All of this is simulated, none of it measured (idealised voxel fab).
This is a process module. Its name is voxel capacitor over wiring.
260 nm wide, 5 nm square cells: that's cross-section cut.
Cross-section, as written here: a square-cell grid given band by band from the top down, where a band holds one or more rows of cells. It is stipulated that each band's entry specify, in nanometres, the height of the top of the band and then that of its bottom, followed by the materials of the band in left-to-right sequence, each together with its width in nanometres. A single material marked by the word "full width" is understood to fill the band from edge to edge; the word "blank" is understood to denote empty space. Below 0: as-received wafer, all one material; heights counted from there. Lowest band: no bottom, goes on down, written "z 0 and below". The expression "30 to 40" gives the width at the extremes of the band, the first number at its top row of cells and the second at its bottom row, with the width changing by equal amounts from each row to the next in between. Given "nothing got changed" for a step, no cell of the cross-section differs between before and after that step. Any empty space of 8 cells or more lacking an open way to the top shows up in "Encapsulated voids" as width x height at distance, distance from the left edge, in nm. Read whatever lies past the settings on a step's line as the simulator's own remark about the step. The optional step-line setting "overlay nm" applies to steps with a mask and quantifies how far to the right of its planned location the mask lay, a negative value indicating leftward placement.
SET OUT BELOW ARE THE PLANNED STEPS OF THE PROCESS
1) RECEIVE with material Si
2) CONFORMAL_DEP with material SiO2, thk nm 10
3) CONFORMAL_DEP with material SiN, thk nm 5
4) DIRECTIONAL_DEP with material SiO2, thk nm 20
5) MASKED_ETCH with tone open, mask id METAL_1, width nm 25, pitch nm 75, etch materials SiO2, depth nm 20, overlay nm 0
6) MASKED_ETCH with tone open, mask id METAL_1, width nm 25, pitch nm 75, etch materials SiN, depth nm 5, overlay nm 0
7) CONFORMAL_DEP with material TiN, thk nm 5
8) FILL_DEP with material Cu, thk nm 5
9) CMP with height nm 35
10) CONFORMAL_DEP with material SiCN, thk nm 5
11) DIRECTIONAL_DEP with material SiO2, thk nm 20
12) DIRECTIONAL_DEP with material aC, thk nm 10
13) PATTERN with tone open, mask id PLUG_1, material resist, width nm 15, thk nm 25, overlay nm 0
14) DIRECTIONAL_ETCH with etch materials aC, depth nm 10
15) STRIP with etch materials resist
16) DIRECTIONAL_ETCH with etch materials SiO2, depth nm 20
17) DIRECTIONAL_ETCH with etch materials SiCN, depth nm 5
18) STRIP with etch materials aC
19) EPI with material Ru, thk nm 10
20) EPI with material Ru, thk nm 10
21) EPI with material Ru, thk nm 5
22) DIRECTIONAL_DEP with material TiN, thk nm 5
23) DIRECTIONAL_DEP with material HfO2, thk nm 5
24) DIRECTIONAL_DEP with material TiN, thk nm 5
25) PATTERN with tone cover, mask id UPPER_PLATE, material resist, width nm 55, thk nm 20, overlay nm 0
26) DIRECTIONAL_ETCH with etch materials TiN, depth nm 5
27) DIRECTIONAL_ETCH with etch materials HfO2, depth nm 5
28) STRIP with etch materials resist
29) PATTERN with tone cover, mask id LOWER_PLATE, material resist, width nm 65, thk nm 20, overlay nm 0
30) DIRECTIONAL_ETCH with etch materials TiN, depth nm 5
31) STRIP with etch materials resist
32) FILL_DEP with material SiO2, thk nm 20
33) CMP with height nm 90
34) DIRECTIONAL_DEP with material aC, thk nm 15
35) PATTERN with tone open, mask id PLUG_2, material resist, width nm 15, thk nm 35, overlay nm 0
36) DIRECTIONAL_ETCH with etch materials aC, depth nm 15
37) STRIP with etch materials resist
38) DIRECTIONAL_ETCH with etch materials SiO2, depth nm 15
39) STRIP with etch materials aC
40) CONFORMAL_DEP with material TiN, thk nm 5
41) FILL_DEP with material Ru, thk nm 5
42) CMP with height nm 90
43) CONFORMAL_DEP with material SiCN, thk nm 5
FIRST WAFER, TWO IN TOTAL, RUN AS PLANNED
RECEIVED-STATE CROSS-SECTION, REFLECTING COMPLETION OF STEP 1
  z 0 and below = Si full width
  Encapsulated voids: none
ONCE STEP 2 IS THROUGH, THE WAFER LOOKS LIKE THIS IN CROSS-SECTION
  z 10 to 0 = SiO2 full width
  Whatever lies below 0 is exactly as it was before.
ONCE STEP 3 IS THROUGH, THE WAFER LOOKS LIKE THIS IN CROSS-SECTION
  z 15 to 10 = SiN full width
  Whatever lies below 10 is exactly as it was before.
ONCE STEP 4 IS THROUGH, THE WAFER LOOKS LIKE THIS IN CROSS-SECTION
  z 35 to 15 = SiO2 full width
  Whatever lies below 15 is exactly as it was before.
ONCE STEP 5 IS THROUGH, THE WAFER LOOKS LIKE THIS IN CROSS-SECTION
  z 35 to 15 = 80 nm SiO2; 25 nm blank; 50 nm SiO2; 25 nm blank; 80 nm SiO2
  Whatever lies below 15 is exactly as it was before.
ONCE STEP 6 IS THROUGH, THE WAFER LOOKS LIKE THIS IN CROSS-SECTION
  z 35 to 15 = 80 nm SiO2; 25 nm blank; 50 nm SiO2; 25 nm blank; 80 nm SiO2
  z 15 to 10 = 80 nm SiN; 25 nm blank; 50 nm SiN; 25 nm blank; 80 nm SiN
  Whatever lies below 10 is exactly as it was before.
ONCE STEP 7 IS THROUGH, THE WAFER LOOKS LIKE THIS IN CROSS-SECTION
  z 40 to 35 = 85 nm TiN; 15 nm blank; 60 nm TiN; 15 nm blank; 85 nm TiN
  z 35 to 15 = 80 nm SiO2; 5 nm TiN; 15 nm blank; 5 nm TiN; 50 nm SiO2; 5 nm TiN; 15 nm blank; 5 nm TiN; 80 nm SiO2
  z 15 to 10 = 80 nm SiN; 25 nm TiN; 50 nm SiN; 25 nm TiN; 80 nm SiN
  Whatever lies below 10 is exactly as it was before.
ONCE STEP 8 IS THROUGH, THE WAFER LOOKS LIKE THIS IN CROSS-SECTION
  z 45 to 40 = Cu full width
  z 40 to 35 = 85 nm TiN; 15 nm Cu; 60 nm TiN; 15 nm Cu; 85 nm TiN
  z 35 to 15 = 80 nm SiO2; 5 nm TiN; 15 nm Cu; 5 nm TiN; 50 nm SiO2; 5 nm TiN; 15 nm Cu; 5 nm TiN; 80 nm SiO2
  Whatever lies below 15 is exactly as it was before.
ONCE STEP 9 IS THROUGH, THE WAFER LOOKS LIKE THIS IN CROSS-SECTION
  z 35 to 15 = 80 nm SiO2; 5 nm TiN; 15 nm Cu; 5 nm TiN; 50 nm SiO2; 5 nm TiN; 15 nm Cu; 5 nm TiN; 80 nm SiO2
  Whatever lies below 15 is exactly as it was before.
ONCE STEP 10 IS THROUGH, THE WAFER LOOKS LIKE THIS IN CROSS-SECTION
  z 40 to 35 = SiCN full width
  Whatever lies below 35 is exactly as it was before.
ONCE STEP 11 IS THROUGH, THE WAFER LOOKS LIKE THIS IN CROSS-SECTION
  z 60 to 40 = SiO2 full width
  Whatever lies below 40 is exactly as it was before.
ONCE STEP 12 IS THROUGH, THE WAFER LOOKS LIKE THIS IN CROSS-SECTION
  z 70 to 60 = aC full width
  Whatever lies below 60 is exactly as it was before.
ONCE STEP 13 IS THROUGH, THE WAFER LOOKS LIKE THIS IN CROSS-SECTION
  z 95 to 70 = 90 nm resist; 15 nm blank; 155 nm resist
  Whatever lies below 70 is exactly as it was before.
ONCE STEP 14 IS THROUGH, THE WAFER LOOKS LIKE THIS IN CROSS-SECTION
  z 85 to 70 = 90 nm resist; 15 nm blank; 155 nm resist
  z 70 to 60 = 90 nm aC; 15 nm blank; 155 nm aC
  Whatever lies below 60 is exactly as it was before.
ONCE STEP 15 IS THROUGH, THE WAFER LOOKS LIKE THIS IN CROSS-SECTION
  z 70 to 60 = 90 nm aC; 15 nm blank; 155 nm aC
  Whatever lies below 60 is exactly as it was before.
ONCE STEP 16 IS THROUGH, THE WAFER LOOKS LIKE THIS IN CROSS-SECTION
  z 70 to 60 = 90 nm aC; 15 nm blank; 155 nm aC
  z 60 to 40 = 90 nm SiO2; 15 nm blank; 155 nm SiO2
  Whatever lies below 40 is exactly as it was before.
ONCE STEP 17 IS THROUGH, THE WAFER LOOKS LIKE THIS IN CROSS-SECTION
  z 70 to 60 = 90 nm aC; 15 nm blank; 155 nm aC
  z 60 to 40 = 90 nm SiO2; 15 nm blank; 155 nm SiO2
  z 40 to 35 = 90 nm SiCN; 15 nm blank; 155 nm SiCN
  Whatever lies below 35 is exactly as it was before.
ONCE STEP 18 IS THROUGH, THE WAFER LOOKS LIKE THIS IN CROSS-SECTION
  z 60 to 40 = 90 nm SiO2; 15 nm blank; 155 nm SiO2
  Whatever lies below 40 is exactly as it was before.
ONCE STEP 19 IS THROUGH, THE WAFER LOOKS LIKE THIS IN CROSS-SECTION
  z 60 to 45 = 90 nm SiO2; 15 nm blank; 155 nm SiO2
  z 45 to 40 = 90 nm SiO2; 15 nm Ru; 155 nm SiO2
  z 40 to 35 = 90 nm SiCN; 15 nm Ru; 155 nm SiCN
  Whatever lies below 35 is exactly as it was before.
ONCE STEP 20 IS THROUGH, THE WAFER LOOKS LIKE THIS IN CROSS-SECTION
  z 60 to 55 = 90 nm SiO2; 15 nm blank; 155 nm SiO2
  z 55 to 40 = 90 nm SiO2; 15 nm Ru; 155 nm SiO2
  Whatever lies below 40 is exactly as it was before.
ONCE STEP 21 IS THROUGH, THE WAFER LOOKS LIKE THIS IN CROSS-SECTION
  z 60 to 40 = 90 nm SiO2; 15 nm Ru; 155 nm SiO2
  Whatever lies below 40 is exactly as it was before.
ONCE STEP 22 IS THROUGH, THE WAFER LOOKS LIKE THIS IN CROSS-SECTION
  z 65 to 60 = TiN full width
  Whatever lies below 60 is exactly as it was before.
ONCE STEP 23 IS THROUGH, THE WAFER LOOKS LIKE THIS IN CROSS-SECTION
  z 70 to 65 = HfO2 full width
  Whatever lies below 65 is exactly as it was before.
ONCE STEP 24 IS THROUGH, THE WAFER LOOKS LIKE THIS IN CROSS-SECTION
  z 75 to 70 = TiN full width
  Whatever lies below 70 is exactly as it was before.
ONCE STEP 25 IS THROUGH, THE WAFER LOOKS LIKE THIS IN CROSS-SECTION
  z 95 to 75 = 90 nm blank; 55 nm resist; 115 nm blank
  Whatever lies below 75 is exactly as it was before.
ONCE STEP 26 IS THROUGH, THE WAFER LOOKS LIKE THIS IN CROSS-SECTION
  z 95 to 75 = 90 nm blank; 55 nm resist; 115 nm blank
  z 75 to 70 = 90 nm blank; 55 nm TiN; 115 nm blank
  Whatever lies below 70 is exactly as it was before.
ONCE STEP 27 IS THROUGH, THE WAFER LOOKS LIKE THIS IN CROSS-SECTION
  z 95 to 75 = 90 nm blank; 55 nm resist; 115 nm blank
  z 75 to 70 = 90 nm blank; 55 nm TiN; 115 nm blank
  z 70 to 65 = 90 nm blank; 55 nm HfO2; 115 nm blank
  Whatever lies below 65 is exactly as it was before.
ONCE STEP 28 IS THROUGH, THE WAFER LOOKS LIKE THIS IN CROSS-SECTION
  z 75 to 70 = 90 nm blank; 55 nm TiN; 115 nm blank
  Whatever lies below 70 is exactly as it was before.
ONCE STEP 29 IS THROUGH, THE WAFER LOOKS LIKE THIS IN CROSS-SECTION
  z 95 to 75 = 85 nm blank; 65 nm resist; 110 nm blank
  z 75 to 70 = 85 nm blank; 5 nm resist; 55 nm TiN; 5 nm resist; 110 nm blank
  z 70 to 65 = 85 nm blank; 5 nm resist; 55 nm HfO2; 5 nm resist; 110 nm blank
  Whatever lies below 65 is exactly as it was before.
ONCE STEP 30 IS THROUGH, THE WAFER LOOKS LIKE THIS IN CROSS-SECTION
  z 95 to 75 = 85 nm blank; 65 nm resist; 110 nm blank
  z 75 to 70 = 85 nm blank; 5 nm resist; 55 nm TiN; 5 nm resist; 110 nm blank
  z 70 to 65 = 85 nm blank; 5 nm resist; 55 nm HfO2; 5 nm resist; 110 nm blank
  z 65 to 60 = 85 nm blank; 65 nm TiN; 110 nm blank
  Whatever lies below 60 is exactly as it was before.
ONCE STEP 31 IS THROUGH, THE WAFER LOOKS LIKE THIS IN CROSS-SECTION
  z 75 to 70 = 90 nm blank; 55 nm TiN; 115 nm blank
  z 70 to 65 = 90 nm blank; 55 nm HfO2; 115 nm blank
  Whatever lies below 65 is exactly as it was before.
ONCE STEP 32 IS THROUGH, THE WAFER LOOKS LIKE THIS IN CROSS-SECTION
  z 95 to 75 = SiO2 full width
  z 75 to 70 = 90 nm SiO2; 55 nm TiN; 115 nm SiO2
  z 70 to 65 = 90 nm SiO2; 55 nm HfO2; 115 nm SiO2
  z 65 to 60 = 85 nm SiO2; 65 nm TiN; 110 nm SiO2
  Whatever lies below 60 is exactly as it was before.
ONCE STEP 33 IS THROUGH, THE WAFER LOOKS LIKE THIS IN CROSS-SECTION
  z 90 to 75 = SiO2 full width
  Whatever lies below 75 is exactly as it was before.
ONCE STEP 34 IS THROUGH, THE WAFER LOOKS LIKE THIS IN CROSS-SECTION
  z 105 to 90 = aC full width
  Whatever lies below 90 is exactly as it was before.
ONCE STEP 35 IS THROUGH, THE WAFER LOOKS LIKE THIS IN CROSS-SECTION
  z 140 to 105 = 100 nm resist; 15 nm blank; 145 nm resist
  Whatever lies below 105 is exactly as it was before.
ONCE STEP 36 IS THROUGH, THE WAFER LOOKS LIKE THIS IN CROSS-SECTION
  z 125 to 105 = 100 nm resist; 15 nm blank; 145 nm resist
  z 105 to 90 = 100 nm aC; 15 nm blank; 145 nm aC
  Whatever lies below 90 is exactly as it was before.
ONCE STEP 37 IS THROUGH, THE WAFER LOOKS LIKE THIS IN CROSS-SECTION
  z 105 to 90 = 100 nm aC; 15 nm blank; 145 nm aC
  Whatever lies below 90 is exactly as it was before.
ONCE STEP 38 IS THROUGH, THE WAFER LOOKS LIKE THIS IN CROSS-SECTION
  z 105 to 90 = 100 nm aC; 15 nm blank; 145 nm aC
  z 90 to 75 = 100 nm SiO2; 15 nm blank; 145 nm SiO2
  Whatever lies below 75 is exactly as it was before.
ONCE STEP 39 IS THROUGH, THE WAFER LOOKS LIKE THIS IN CROSS-SECTION
  z 90 to 75 = 100 nm SiO2; 15 nm blank; 145 nm SiO2
  Whatever lies below 75 is exactly as it was before.
ONCE STEP 40 IS THROUGH, THE WAFER LOOKS LIKE THIS IN CROSS-SECTION
  z 95 to 90 = 105 nm TiN; 5 nm blank; 150 nm TiN
  z 90 to 80 = 100 nm SiO2; 5 nm TiN; 5 nm blank; 5 nm TiN; 145 nm SiO2
  z 80 to 70 = 100 to 90 nm SiO2; 15 to 55 nm TiN; 145 to 115 nm SiO2
  Whatever lies below 70 is exactly as it was before.
ONCE STEP 41 IS THROUGH, THE WAFER LOOKS LIKE THIS IN CROSS-SECTION
  z 100 to 95 = Ru full width
  z 95 to 90 = 105 nm TiN; 5 nm Ru; 150 nm TiN
  z 90 to 80 = 100 nm SiO2; 5 nm TiN; 5 nm Ru; 5 nm TiN; 145 nm SiO2
  Whatever lies below 80 is exactly as it was before.
ONCE STEP 42 IS THROUGH, THE WAFER LOOKS LIKE THIS IN CROSS-SECTION
  z 90 to 80 = 100 nm SiO2; 5 nm TiN; 5 nm Ru; 5 nm TiN; 145 nm SiO2
  Whatever lies below 80 is exactly as it was before.
ONCE STEP 43 IS THROUGH, THE WAFER LOOKS LIKE THIS IN CROSS-SECTION
  z 95 to 90 = SiCN full width
  Whatever lies below 90 is exactly as it was before.
THE SECOND WAFER WAS PREPARED FROM THE SAME STARTING POINT AND UNDER THE SAME PLAN AS THE FIRST; ITS PROCESSING CONTAINED ONE MISTAKE, AND IT REMAINS INDISTINGUISHABLE FROM THE FIRST WAFER UP TO AND INCLUDING STEP 24
SECOND WAFER: CROSS-SECTION AT THE SCHEDULED END OF STEP 25
  z 95 to 75 = 100 nm blank; 55 nm resist; 105 nm blank
  Whatever lies below 75 is exactly as it was before.
SECOND WAFER: CROSS-SECTION AT THE SCHEDULED END OF STEP 26
  z 95 to 75 = 100 nm blank; 55 nm resist; 105 nm blank
  z 75 to 70 = 100 nm blank; 55 nm TiN; 105 nm blank
  Whatever lies below 70 is exactly as it was before.
SECOND WAFER: CROSS-SECTION AT THE SCHEDULED END OF STEP 27
  z 95 to 75 = 100 nm blank; 55 nm resist; 105 nm blank
  z 75 to 70 = 100 nm blank; 55 nm TiN; 105 nm blank
  z 70 to 65 = 100 nm blank; 55 nm HfO2; 105 nm blank
  Whatever lies below 65 is exactly as it was before.
SECOND WAFER: CROSS-SECTION AT THE SCHEDULED END OF STEP 28
  z 75 to 70 = 100 nm blank; 55 nm TiN; 105 nm blank
  Whatever lies below 70 is exactly as it was before.
SECOND WAFER: CROSS-SECTION AT THE SCHEDULED END OF STEP 29
  z 95 to 75 = 85 nm blank; 65 nm resist; 110 nm blank
  z 75 to 70 = 85 nm blank; 15 nm resist; 55 nm TiN; 105 nm blank
  z 70 to 65 = 85 nm blank; 15 nm resist; 55 nm HfO2; 105 nm blank
  Whatever lies below 65 is exactly as it was before.
SECOND WAFER: CROSS-SECTION AT THE SCHEDULED END OF STEP 30
  z 95 to 75 = 85 nm blank; 65 nm resist; 110 nm blank
  z 75 to 70 = 85 nm blank; 15 nm resist; 50 nm TiN; 110 nm blank
  z 70 to 65 = 85 nm blank; 15 nm resist; 55 nm HfO2; 105 nm blank
  z 65 to 60 = 85 nm blank; 70 nm TiN; 105 nm blank
  Whatever lies below 60 is exactly as it was before.
SECOND WAFER: CROSS-SECTION AT THE SCHEDULED END OF STEP 31
  z 75 to 70 = 100 nm blank; 50 nm TiN; 110 nm blank
  z 70 to 65 = 100 nm blank; 55 nm HfO2; 105 nm blank
  Whatever lies below 65 is exactly as it was before.
SECOND WAFER: CROSS-SECTION AT THE SCHEDULED END OF STEP 32
  z 95 to 75 = SiO2 full width
  z 75 to 70 = 100 nm SiO2; 50 nm TiN; 110 nm SiO2
  z 70 to 65 = 100 nm SiO2; 55 nm HfO2; 105 nm SiO2
  z 65 to 60 = 85 nm SiO2; 70 nm TiN; 105 nm SiO2
  Whatever lies below 60 is exactly as it was before.
SECOND WAFER: CROSS-SECTION AT THE SCHEDULED END OF STEP 33
  z 90 to 75 = SiO2 full width
  Whatever lies below 75 is exactly as it was before.
SECOND WAFER: CROSS-SECTION AT THE SCHEDULED END OF STEP 34
  z 105 to 90 = aC full width
  Whatever lies below 90 is exactly as it was before.
SECOND WAFER: CROSS-SECTION AT THE SCHEDULED END OF STEP 35
  z 140 to 105 = 100 nm resist; 15 nm blank; 145 nm resist
  Whatever lies below 105 is exactly as it was before.
SECOND WAFER: CROSS-SECTION AT THE SCHEDULED END OF STEP 36
  z 125 to 105 = 100 nm resist; 15 nm blank; 145 nm resist
  z 105 to 90 = 100 nm aC; 15 nm blank; 145 nm aC
  Whatever lies below 90 is exactly as it was before.
SECOND WAFER: CROSS-SECTION AT THE SCHEDULED END OF STEP 37
  z 105 to 90 = 100 nm aC; 15 nm blank; 145 nm aC
  Whatever lies below 90 is exactly as it was before.
SECOND WAFER: CROSS-SECTION AT THE SCHEDULED END OF STEP 38
  z 105 to 90 = 100 nm aC; 15 nm blank; 145 nm aC
  z 90 to 75 = 100 nm SiO2; 15 nm blank; 145 nm SiO2
  Whatever lies below 75 is exactly as it was before.
SECOND WAFER: CROSS-SECTION AT THE SCHEDULED END OF STEP 39
  z 90 to 75 = 100 nm SiO2; 15 nm blank; 145 nm SiO2
  Whatever lies below 75 is exactly as it was before.
SECOND WAFER: CROSS-SECTION AT THE SCHEDULED END OF STEP 40
  z 95 to 90 = 105 nm TiN; 5 nm blank; 150 nm TiN
  z 90 to 80 = 100 nm SiO2; 5 nm TiN; 5 nm blank; 5 nm TiN; 145 nm SiO2
  z 80 to 70 = 100 nm SiO2; 15 to 50 nm TiN; 145 to 110 nm SiO2
  Whatever lies below 70 is exactly as it was before.
SECOND WAFER: CROSS-SECTION AT THE SCHEDULED END OF STEP 41
  z 100 to 95 = Ru full width
  z 95 to 90 = 105 nm TiN; 5 nm Ru; 150 nm TiN
  z 90 to 80 = 100 nm SiO2; 5 nm TiN; 5 nm Ru; 5 nm TiN; 145 nm SiO2
  Whatever lies below 80 is exactly as it was before.
SECOND WAFER: CROSS-SECTION AT THE SCHEDULED END OF STEP 42
  z 90 to 80 = 100 nm SiO2; 5 nm TiN; 5 nm Ru; 5 nm TiN; 145 nm SiO2
  Whatever lies below 80 is exactly as it was before.
SECOND WAFER: CROSS-SECTION AT THE SCHEDULED END OF STEP 43
  z 95 to 90 = SiCN full width
  Whatever lies below 90 is exactly as it was before.
Deviation from plan: contrary to plan, step 25 was performed as PATTERN with tone cover, mask id UPPER_PLATE, material resist, width nm 55, thk nm 20, overlay nm 10
Same inventory, different map: at the end, the second wafer holds as many cells of each material as the first, placed elsewhere.
